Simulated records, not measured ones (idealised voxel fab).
A process module follows: voxel transistor to metal.
Pictured: cross-section cut, 165 nm wide, on a grid of 5 nm square cells.
Throughout this document, each cross-section is represented as a grid of square cells and is presented as a sequence of bands enumerated from the top downward, where a band comprises one or more rows of cells.
Top height, bottom height, nm. Materials left to right, width each, nm. Single material + "throughout" = fills band edge to edge. "blank" = empty.
For the purposes of this specification, 0 denotes the height below which the wafer in its as-received condition is composed wholly of one material, and the lowermost band, lacking a lower limit, extends downward without end, as expressed in "top 0, no bottom".
Graded width ("30 to 40"): value in top row of band = first number; value in bottom row = second number; row-to-row change constant.
"left unchanged" for a step: no cell of the cross-section changed in that step.
In "Fully enclosed voids" the enclosed voids are listed, meaning empty spaces of 8 cells or larger without any opening to the top. The form is width x height at distance, distance from the left edge, units nm.
Step line, after settings: the simulator's comment on this step.
overlay nm: where the mask lay relative to plan, measured to the right, on steps with a mask; negatives go left.

# Here's what the planned process steps look like
- 1: RECEIVE | material Si
- 2: OXIDIZE | depth nm 5
- 3: CONFORMAL_DEP | material SiN | thk nm 15
- 4: DIRECTIONAL_DEP | material aC | thk nm 10
- 5: PATTERN | tone cover | mask id ACTIVE | material resist | width nm 115 | thk nm 30 | overlay nm 0
- 6: DIRECTIONAL_ETCH | etch materials aC | depth nm 10
- 7: STRIP | etch materials resist
- 8: DIRECTIONAL_ETCH | etch materials SiN | depth nm 15
- 9: DIRECTIONAL_ETCH | etch materials SiO2 | depth nm 5
- 10: DIRECTIONAL_ETCH | etch materials Si | depth nm 20
- 11: STRIP | etch materials aC
- 12: OXIDIZE | depth nm 5
- 13: FILL_DEP | material SiO2 | thk nm 15
- 14: CMP | height nm 15
- 15: SELECTIVE_ETCH | etch materials SiO2 | depth nm 10
- 16: STRIP | etch materials SiN
- 17: SELECTIVE_ETCH | etch materials SiO2 | depth nm 5
- 18: OXIDIZE | depth nm 5
- 19: DIRECTIONAL_DEP | material polySi | thk nm 20
- 20: DIRECTIONAL_DEP | material SiCN | thk nm 15
- 21: MASKED_ETCH | tone cover | mask id GATE | width nm 25 | etch materials SiCN | depth nm 25 | overlay nm 0
- 22: MASKED_ETCH | tone cover | mask id GATE | width nm 25 | etch materials polySi | depth nm 30 | overlay nm 0
- 23: CONFORMAL_DEP | material SiO2 | thk nm 5
- 24: DIRECTIONAL_ETCH | etch materials SiO2 | depth nm 5
- 25: CONFORMAL_DEP | material SiN | thk nm 5
- 26: DIRECTIONAL_ETCH | etch materials SiN | depth nm 5
- 27: DIRECTIONAL_ETCH | etch materials SiO2 | depth nm 5
- 28: DIRECTIONAL_ETCH | etch materials Si | depth nm 5
- 29: EPI | material SiGe | thk nm 10
- 30: FILL_DEP | material SiO2 | thk nm 5
- 31: CMP | height nm 15
- 32: STRIP | etch materials polySi
- 33: SELECTIVE_ETCH | etch materials SiO2 | depth nm 5
- 34: CONFORMAL_DEP | material HfO2 | thk nm 5
- 35: CONFORMAL_DEP | material TiN | thk nm 5
- 36: FILL_DEP | material W | thk nm 5
- 37: CMP | height nm 10
- 38: DIRECTIONAL_DEP | material SiO2 | thk nm 15
- 39: PATTERN | tone open | mask id CONTACT | material resist | width nm 15 | pitch nm 80 | thk nm 15 | overlay nm 0
- 40: DIRECTIONAL_ETCH | etch materials SiO2 | depth nm 30
- 41: STRIP | etch materials resist
- 42: CONFORMAL_DEP | material TiN | thk nm 5
- 43: FILL_DEP | material Ru | thk nm 5
- 44: CMP | height nm 25
- 45: DIRECTIONAL_DEP | material TiN | thk nm 5
- 46: DIRECTIONAL_DEP | material Ru | thk nm 15
- 47: MASKED_ETCH | tone cover | mask id METAL_1 | width nm 15 | pitch nm 80 | etch materials Ru | depth nm 15 | overlay nm 0
- 48: MASKED_ETCH | tone cover | mask id METAL_1 | width nm 15 | pitch nm 80 | etch materials TiN | depth nm 5 | overlay nm 0
- 49: CONFORMAL_DEP | material SiN | thk nm 5
- 50: FILL_DEP | material SiO2 | thk nm 5
- 51: CMP | height nm 45
- 52: CONFORMAL_DEP | material SiCN | thk nm 5
- 53: DIRECTIONAL_DEP | material SiO2 | thk nm 35
- 54: PATTERN | tone open | mask id METAL_2 | material resist | width nm 15 | pitch nm 80 | thk nm 20 | overlay nm 0
- 55: DIRECTIONAL_ETCH | etch materials SiO2 | depth nm 20
- 56: STRIP | etch materials resist
- 57: PATTERN | tone open | mask id METAL_2_HOLES | material resist | width nm 15 | pitch nm 80 | thk nm 15 | overlay nm 0
- 58: DIRECTIONAL_ETCH | etch materials SiO2 | depth nm 15
- 59: DIRECTIONAL_ETCH | etch materials SiCN | depth nm 5
- 60: STRIP | etch materials resist
- 61: CONFORMAL_DEP | material TiN | thk nm 5
- 62: FILL_DEP | material Cu | thk nm 5
- 63: CMP | height nm 85
- 64: CONFORMAL_DEP | material SiCN | thk nm 5

# Wafer cross-section on receipt, i.e. after step 1
* top 0, no bottom  Si throughout
* Fully enclosed voids: none

# The first of two wafers, cross-sectioned at the end of the module, with the run proceeding as planned
* top 90, bottom 85  SiCN throughout
* top 85, bottom 50  35 of SiO2; 5 of TiN; 5 of Cu; 5 of TiN; 65 of SiO2; 5 of TiN; 5 of Cu; 5 of TiN; 35 of SiO2
* top 50, bottom 45  35 of SiCN; 15 of TiN; 65 of SiCN; 15 of TiN; 35 of SiCN
* top 45, bottom 30  30 of SiO2; 5 of SiN; 15 of Ru; 5 of SiN; 55 of SiO2; 5 of SiN; 15 of Ru; 5 of SiN; 30 of SiO2
* top 30, bottom 25  35 of SiN; 15 of TiN; 65 of SiN; 15 of TiN; 35 of SiN
* top 25, bottom 10  35 of SiO2; 5 of TiN; 5 of Ru; 5 of TiN; 65 of SiO2; 5 of TiN; 5 of Ru; 5 of TiN; 35 of SiO2
* top 10, bottom 0  35 of SiO2; 5 of TiN; 5 of Ru; 5 of TiN; 10 of SiO2; 5 of SiN; 5 of HfO2; 5 of TiN; 15 of W; 5 of TiN; 5 of HfO2; 5 of SiN; 10 of SiO2; 5 of TiN; 5 of Ru; 5 of TiN; 35 of SiO2
* top 0, bottom -5  25 of SiO2; 5 of SiN; 5 of SiO2; 15 of TiN; 10 of SiGe; 5 of SiN; 5 of HfO2; 25 of TiN; 5 of HfO2; 5 of SiN; 10 of SiGe; 15 of TiN; 5 of SiO2; 5 of SiN; 25 of SiO2
* top -5, bottom -10  30 of SiO2; 30 of SiGe; 5 of SiO2; 35 of HfO2; 5 of SiO2; 30 of SiGe; 30 of SiO2
* top -10, bottom -15  30 of SiO2; 30 of SiGe; 45 of Si; 30 of SiGe; 30 of SiO2
* top -15, bottom -30  30 of SiO2; 105 of Si; 30 of SiO2
* top -30, no bottom  Si throughout
* Fully enclosed voids: none

# Cross-section at end of module for the second wafer of two, which matched the first in starting point and plan and differed by one mistake in its processing
* top 90, bottom 85  SiCN throughout
* top 85, bottom 50  35 of SiO2; 5 of TiN; 5 of Cu; 5 of TiN; 65 of SiO2; 5 of TiN; 5 of Cu; 5 of TiN; 35 of SiO2
* top 50, bottom 45  35 of SiCN; 15 of TiN; 65 of SiCN; 15 of TiN; 35 of SiCN
* top 45, bottom 30  30 of SiO2; 5 of SiN; 15 of Ru; 5 of SiN; 55 of SiO2; 5 of SiN; 15 of Ru; 5 of SiN; 30 of SiO2
* top 30, bottom 25  35 of SiN; 15 of TiN; 65 of SiN; 15 of TiN; 35 of SiN
* top 25, bottom 10  35 of SiO2; 5 of TiN; 5 of Ru; 5 of TiN; 65 of SiO2; 5 of TiN; 5 of Ru; 5 of TiN; 35 of SiO2
* top 10, bottom 5  35 of SiO2; 5 of TiN; 5 of Ru; 5 of TiN; 10 of SiO2; 5 of SiN; 5 of HfO2; 5 of TiN; 15 of W; 5 of TiN; 5 of HfO2; 5 of SiN; 10 of SiO2; 5 of TiN; 5 of Ru; 5 of TiN; 35 of SiO2
* top 5, bottom 0  35 of SiO2; 5 of TiN; 5 of Ru; 5 of TiN; 10 of SiO2; 5 of SiN; 5 of HfO2; 25 of TiN; 5 of HfO2; 5 of SiN; 10 of SiO2; 5 of TiN; 5 of Ru; 5 of TiN; 35 of SiO2
* top 0, bottom -5  20 of SiO2; 5 of SiN; 10 of SiO2; 15 of TiN; 15 of SiO2; 35 of HfO2; 15 of SiO2; 15 of TiN; 10 of SiO2; 5 of SiN; 20 of SiO2
* top -5, bottom -15  20 of SiGe; 125 of SiO2; 20 of SiGe
* top -15, bottom -30  20 of Si; 125 of SiO2; 20 of Si
* top -30, no bottom  Si throughout
* Fully enclosed voids: none
The plan and the run diverged here: step 5 was processed under conditions differing from the plan, specifically as PATTERN | tone open | mask id ACTIVE | material resist | width nm 115 | thk nm 30 | overlay nm 0
Final cells, second wafer relative to first, materials higher or lower: -2 HfO2; -48 Si; -12 SiGe; -2 SiN; +69 SiO2; -2 TiN; -3 W
